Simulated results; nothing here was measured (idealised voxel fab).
Herein follows the process module entitled voxel gate over fins.
Square cells of 5 nm make up the cross-section cut, whose width is 280 nm.
Format of a cross-section: grid, square cells. Given as bands. Order: top down. Band: one or more rows of cells. In this notation a band is specified by the heights of its top and bottom, in that order and in nm, after which its materials appear from left to right, each paired with its width in nm. The word "throughout" attached to a single material means that material fills the band from edge to edge; the word "air" stands for empty space. Height is counted from the level 0, under which the received wafer is composed throughout of one material. The lowest of the bands is not closed at the bottom but continues downward, in the notation "from 0 down". Width spec "30->40" -> top row of cells at first value, bottom row at second value, equal per-row change in between. A step reported as "identical to before" is a step in which no cell of the cross-section changed. "Closed cavities" specifies each empty space that is not open to the top and that occupies no fewer than 8 cells, using the form width x height at distance, the distance measured from the left edge and all three quantities in nm. Step line, after settings: the simulator's comment on this step. overlay nm, on a step with a mask: how far to the right of its planned place the mask lay; to the left if negative.

Intended process steps
- 1: RECEIVE | material Si
- 2: CONFORMAL_DEP | material SiN | thk nm 10
- 3: PATTERN | tone cover | mask id FINS | material resist | width nm 15 | pitch nm 45 | thk nm 20 | overlay nm 0
- 4: DIRECTIONAL_ETCH | etch materials SiN | depth nm 10
- 5: DIRECTIONAL_ETCH | etch materials Si | depth nm 35
- 6: STRIP | etch materials resist
- 7: OXIDIZE | depth nm 5
- 8: FILL_DEP | material SiO2 | thk nm 10
- 9: CMP | height nm 10
- 10: SELECTIVE_ETCH | etch materials SiO2 | depth nm 20
- 11: STRIP | etch materials SiN
- 12: CONFORMAL_DEP | material HfO2 | thk nm 5
- 13: CONFORMAL_DEP | material TiN | thk nm 5
- 14: CONFORMAL_DEP | material TiAl | thk nm 5
- 15: CONFORMAL_DEP | material TiN | thk nm 5
- 16: FILL_DEP | material W | thk nm 10
- 17: CMP | height nm 25
- 18: CONFORMAL_DEP | material SiN | thk nm 10

Wafer, first of two, run as planned

Cross-section, incoming material, after step 1
  from 0 down: Si throughout
  Closed cavities: none

The wafer in cross-section once step 2 is complete
  from 10 to 0: SiN throughout
  Under 0: no change, same as before.

The wafer in cross-section once step 3 is complete
  from 30 to 10: air: 110 | resist: 15 | air: 30 | resist: 15 | air: 110
  Under 10: no change, same as before.

The wafer in cross-section once step 4 is complete
  from 30 to 10: air: 110 | resist: 15 | air: 30 | resist: 15 | air: 110
  from 10 to 0: air: 110 | SiN: 15 | air: 30 | SiN: 15 | air: 110
  Under 0: no change, same as before.

The wafer in cross-section once step 5 is complete
  from 30 to 10: air: 110 | resist: 15 | air: 30 | resist: 15 | air: 110
  from 10 to 0: air: 110 | SiN: 15 | air: 30 | SiN: 15 | air: 110
  from 0 to -35: air: 110 | Si: 15 | air: 30 | Si: 15 | air: 110
  Under -35: no change, same as before.

The wafer in cross-section once step 6 is complete
  from 10 to 0: air: 110 | SiN: 15 | air: 30 | SiN: 15 | air: 110
  Under 0: no change, same as before.

The wafer in cross-section once step 7 is complete
  from 10 to 0: air: 110 | SiN: 15 | air: 30 | SiN: 15 | air: 110
  from 0 to -35: air: 110 | SiO2: 5 | Si: 5 | SiO2: 5 | air: 30 | SiO2: 5 | Si: 5 | SiO2: 5 | air: 110
  from -35 to -40: SiO2: 115 | Si: 5 | SiO2: 40 | Si: 5 | SiO2: 115
  Under -40: no change, same as before.

The wafer in cross-section once step 8 is complete
  from 20 to 10: SiO2 throughout
  from 10 to 0: SiO2: 110 | SiN: 15 | SiO2: 30 | SiN: 15 | SiO2: 110
  from 0 to -40: SiO2: 115 | Si: 5 | SiO2: 40 | Si: 5 | SiO2: 115
  Under -40: no change, same as before.

The wafer in cross-section once step 9 is complete
  from 10 to 0: SiO2: 110 | SiN: 15 | SiO2: 30 | SiN: 15 | SiO2: 110
  Under 0: no change, same as before.

The wafer in cross-section once step 10 is complete
  from 10 to 0: air: 110 | SiN: 15 | air: 30 | SiN: 15 | air: 110
  from 0 to -10: air: 115 | Si: 5 | air: 40 | Si: 5 | air: 115
  Under -10: no change, same as before.

The wafer in cross-section once step 11 is complete
  from 0 to -10: air: 115 | Si: 5 | air: 40 | Si: 5 | air: 115
  Under -10: no change, same as before.

The wafer in cross-section once step 12 is complete
  from 5 to 0: air: 110 | HfO2: 15 | air: 30 | HfO2: 15 | air: 110
  from 0 to -5: air: 110 | HfO2: 5 | Si: 5 | HfO2: 5 | air: 30 | HfO2: 5 | Si: 5 | HfO2: 5 | air: 110
  from -5 to -10: HfO2: 115 | Si: 5 | HfO2: 40 | Si: 5 | HfO2: 115
  Under -10: no change, same as before.

The wafer in cross-section once step 13 is complete
  from 10 to 5: air: 105 | TiN: 25 | air: 20 | TiN: 25 | air: 105
  from 5 to 0: air: 105 | TiN: 5 | HfO2: 15 | TiN: 5 | air: 20 | TiN: 5 | HfO2: 15 | TiN: 5 | air: 105
  from 0 to -5: TiN: 110 | HfO2: 5 | Si: 5 | HfO2: 5 | TiN: 30 | HfO2: 5 | Si: 5 | HfO2: 5 | TiN: 110
  Under -5: no change, same as before.

The wafer in cross-section once step 14 is complete
  from 15 to 10: air: 100 | TiAl: 35 | air: 10 | TiAl: 35 | air: 100
  from 10 to 5: air: 100 | TiAl: 5 | TiN: 25 | TiAl: 5 | air: 10 | TiAl: 5 | TiN: 25 | TiAl: 5 | air: 100
  from 5 to 0: TiAl: 105 | TiN: 5 | HfO2: 15 | TiN: 5 | TiAl: 20 | TiN: 5 | HfO2: 15 | TiN: 5 | TiAl: 105
  Under 0: no change, same as before.

The wafer in cross-section once step 15 is complete
  from 20 to 15: air: 95 | TiN: 90 | air: 95
  from 15 to 10: air: 95 | TiN: 5 | TiAl: 35 | TiN: 10 | TiAl: 35 | TiN: 5 | air: 95
  from 10 to 5: TiN: 100 | TiAl: 5 | TiN: 25 | TiAl: 5 | TiN: 10 | TiAl: 5 | TiN: 25 | TiAl: 5 | TiN: 100
  Under 5: no change, same as before.

The wafer in cross-section once step 16 is complete
  from 30 to 20: W throughout
  from 20 to 15: W: 95 | TiN: 90 | W: 95
  from 15 to 10: W: 95 | TiN: 5 | TiAl: 35 | TiN: 10 | TiAl: 35 | TiN: 5 | W: 95
  Under 10: no change, same as before.

The wafer in cross-section once step 17 is complete
  from 25 to 20: W throughout
  Under 20: no change, same as before.

The wafer in cross-section once step 18 is complete
  from 35 to 25: SiN throughout
  Under 25: no change, same as before.

Second wafer, same starting conditions and recipe as the first, one mistake in executing it, nothing differs from the first up to and including step 9

When step 10 should have ended
  from 10 to 0: air: 110 | SiN: 15 | air: 30 | SiN: 15 | air: 110
  from 0 to -30: air: 115 | Si: 5 | air: 40 | Si: 5 | air: 115
  Under -30: no change, same as before.

When step 11 should have ended
  from 0 to -30: air: 115 | Si: 5 | air: 40 | Si: 5 | air: 115
  Under -30: no change, same as before.

When step 12 should have ended
  from 5 to 0: air: 110 | HfO2: 15 | air: 30 | HfO2: 15 | air: 110
  from 0 to -25: air: 110 | HfO2: 5 | Si: 5 | HfO2: 5 | air: 30 | HfO2: 5 | Si: 5 | HfO2: 5 | air: 110
  from -25 to -30: HfO2: 115 | Si: 5 | HfO2: 40 | Si: 5 | HfO2: 115
  Under -30: no change, same as before.

When step 13 should have ended
  from 10 to 5: air: 105 | TiN: 25 | air: 20 | TiN: 25 | air: 105
  from 5 to 0: air: 105 | TiN: 5 | HfO2: 15 | TiN: 5 | air: 20 | TiN: 5 | HfO2: 15 | TiN: 5 | air: 105
  from 0 to -20: air: 105 | TiN: 5 | HfO2: 5 | Si: 5 | HfO2: 5 | TiN: 5 | air: 20 | TiN: 5 | HfO2: 5 | Si: 5 | HfO2: 5 | TiN: 5 | air: 105
  from -20 to -25: TiN: 110 | HfO2: 5 | Si: 5 | HfO2: 5 | TiN: 30 | HfO2: 5 | Si: 5 | HfO2: 5 | TiN: 110
  Under -25: no change, same as before.

When step 14 should have ended
  from 15 to 10: air: 100 | TiAl: 35 | air: 10 | TiAl: 35 | air: 100
  from 10 to 5: air: 100 | TiAl: 5 | TiN: 25 | TiAl: 5 | air: 10 | TiAl: 5 | TiN: 25 | TiAl: 5 | air: 100
  from 5 to 0: air: 100 | TiAl: 5 | TiN: 5 | HfO2: 15 | TiN: 5 | TiAl: 5 | air: 10 | TiAl: 5 | TiN: 5 | HfO2: 15 | TiN: 5 | TiAl: 5 | air: 100
  from 0 to -15: air: 100 | TiAl: 5 | TiN: 5 | HfO2: 5 | Si: 5 | HfO2: 5 | TiN: 5 | TiAl: 5 | air: 10 | TiAl: 5 | TiN: 5 | HfO2: 5 | Si: 5 | HfO2: 5 | TiN: 5 | TiAl: 5 | air: 100
  from -15 to -20: TiAl: 105 | TiN: 5 | HfO2: 5 | Si: 5 | HfO2: 5 | TiN: 5 | TiAl: 20 | TiN: 5 | HfO2: 5 | Si: 5 | HfO2: 5 | TiN: 5 | TiAl: 105
  Under -20: no change, same as before.

When step 15 should have ended
  from 20 to 15: air: 95 | TiN: 90 | air: 95
  from 15 to 10: air: 95 | TiN: 5 | TiAl: 35 | TiN: 10 | TiAl: 35 | TiN: 5 | air: 95
  from 10 to 5: air: 95 | TiN: 5 | TiAl: 5 | TiN: 25 | TiAl: 5 | TiN: 10 | TiAl: 5 | TiN: 25 | TiAl: 5 | TiN: 5 | air: 95
  from 5 to 0: air: 95 | TiN: 5 | TiAl: 5 | TiN: 5 | HfO2: 15 | TiN: 5 | TiAl: 5 | TiN: 10 | TiAl: 5 | TiN: 5 | HfO2: 15 | TiN: 5 | TiAl: 5 | TiN: 5 | air: 95
  from 0 to -10: air: 95 | TiN: 5 | TiAl: 5 | TiN: 5 | HfO2: 5 | Si: 5 | HfO2: 5 | TiN: 5 | TiAl: 5 | TiN: 10 | TiAl: 5 | TiN: 5 | HfO2: 5 | Si: 5 | HfO2: 5 | TiN: 5 | TiAl: 5 | TiN: 5 | air: 95
  from -10 to -15: TiN: 100 | TiAl: 5 | TiN: 5 | HfO2: 5 | Si: 5 | HfO2: 5 | TiN: 5 | TiAl: 5 | TiN: 10 | TiAl: 5 | TiN: 5 | HfO2: 5 | Si: 5 | HfO2: 5 | TiN: 5 | TiAl: 5 | TiN: 100
  Under -15: no change, same as before.

When step 16 should have ended
  from 30 to 20: W throughout
  from 20 to 15: W: 95 | TiN: 90 | W: 95
  from 15 to 10: W: 95 | TiN: 5 | TiAl: 35 | TiN: 10 | TiAl: 35 | TiN: 5 | W: 95
  from 10 to 5: W: 95 | TiN: 5 | TiAl: 5 | TiN: 25 | TiAl: 5 | TiN: 10 | TiAl: 5 | TiN: 25 | TiAl: 5 | TiN: 5 | W: 95
  from 5 to 0: W: 95 | TiN: 5 | TiAl: 5 | TiN: 5 | HfO2: 15 | TiN: 5 | TiAl: 5 | TiN: 10 | TiAl: 5 | TiN: 5 | HfO2: 15 | TiN: 5 | TiAl: 5 | TiN: 5 | W: 95
  from 0 to -10: W: 95 | TiN: 5 | TiAl: 5 | TiN: 5 | HfO2: 5 | Si: 5 | HfO2: 5 | TiN: 5 | TiAl: 5 | TiN: 10 | TiAl: 5 | TiN: 5 | HfO2: 5 | Si: 5 | HfO2: 5 | TiN: 5 | TiAl: 5 | TiN: 5 | W: 95
  Under -10: no change, same as before.

When step 17 should have ended
  from 25 to 20: W throughout
  Under 20: no change, same as before.

When step 18 should have ended
  from 35 to 25: SiN throughout
  Under 25: no change, same as before.
what went wrong: step 10 of the plan was performed twice
Final cells, second wafer relative to first, materials higher or lower: HfO2: 16 more, SiO2: 216 fewer, TiAl: 16 more, TiN: 32 more, W: 152 more
